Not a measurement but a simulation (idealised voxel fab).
process module | voxel ribs on slabs
cross-section cut | 240 nm wide | cells 5 nm
A cross-section is a grid of square cells, given in bands from the top down. A band is one or more rows of cells.
Each band's line starts with the height of the band's top and of its bottom, in nm. Then come its materials from left to right, each with its width in nm. One material with "throughout" fills the band from edge to edge. "air" is empty space.
Height 0 is the level under which the wafer as received is all one material. The lowest band goes on downwards, as in "0 down".
A width such as "30 to 40" changes by the same amount from each row of cells to the next, from the band's top row to its bottom row.
"no change" after a step means that no cell of the cross-section changed.
closed voids: empty space of 8 cells or more with no open way to the top, each as width x height at its distance from the left edge, in nm
after a step's settings: what the simulator itself notes on the step
overlay nm, on a step with a mask: how far to the right of its planned place the mask lay; to the left if negative
plan
1 op RECEIVE | material Si
2 op DIRECTIONAL_DEP | material SiO2 | thk nm 30
3 op DIRECTIONAL_DEP | material SiN | thk nm 20
4 op PATTERN | tone cover | mask id RIB | material resist | width nm 20 | thk nm 15 | overlay nm 0
5 op DIRECTIONAL_ETCH | etch materials SiN | depth nm 10
6 op STRIP | etch materials resist
7 op PATTERN | tone cover | mask id SLAB | material resist | width nm 70 | thk nm 15 | overlay nm 0
8 op DIRECTIONAL_ETCH | etch materials SiN | depth nm 10
9 op STRIP | etch materials resist
10 op FILL_DEP | material SiO2 | thk nm 30
11 op CMP | height nm 70
12 op DIRECTIONAL_DEP | material W | thk nm 10
13 op MASKED_ETCH | tone cover | mask id HEATER | width nm 30 | etch materials W | depth nm 10 | overlay nm 0
14 op CONFORMAL_DEP | material SiO2 | thk nm 10
as received, after step 1
  0 down: Si throughout
  closed voids: none
first wafer at the end, as planned
  90 to 80: air 95 | SiO2 50 | air 95
  80 to 70: SiO2 105 | W 30 | SiO2 105
  70 to 50: SiO2 throughout
  50 to 40: SiO2 110 | SiN 20 | SiO2 110
  40 to 30: SiO2 85 | SiN 70 | SiO2 85
  30 to 0: SiO2 throughout
  0 down: Si throughout
  closed voids: none
second wafer at the end: like start, like plan, one mistake
  90 to 80: air 95 | SiO2 50 | air 95
  80 to 70: SiO2 105 | W 30 | SiO2 105
  70 to 50: SiO2 throughout
  50 to 40: SiO2 85 | SiN 25 | SiO2 20 | SiN 25 | SiO2 85
  40 to 30: SiN throughout
  30 to 0: SiO2 throughout
  0 down: Si throughout
  closed voids: none
what went wrong: step 4 ran as: op PATTERN | tone open | mask id RIB | material resist | width nm 20 | thk nm 15 | overlay nm 0
at the end the second wafer has, in cells: 80 more of SiN | 80 fewer of SiO2
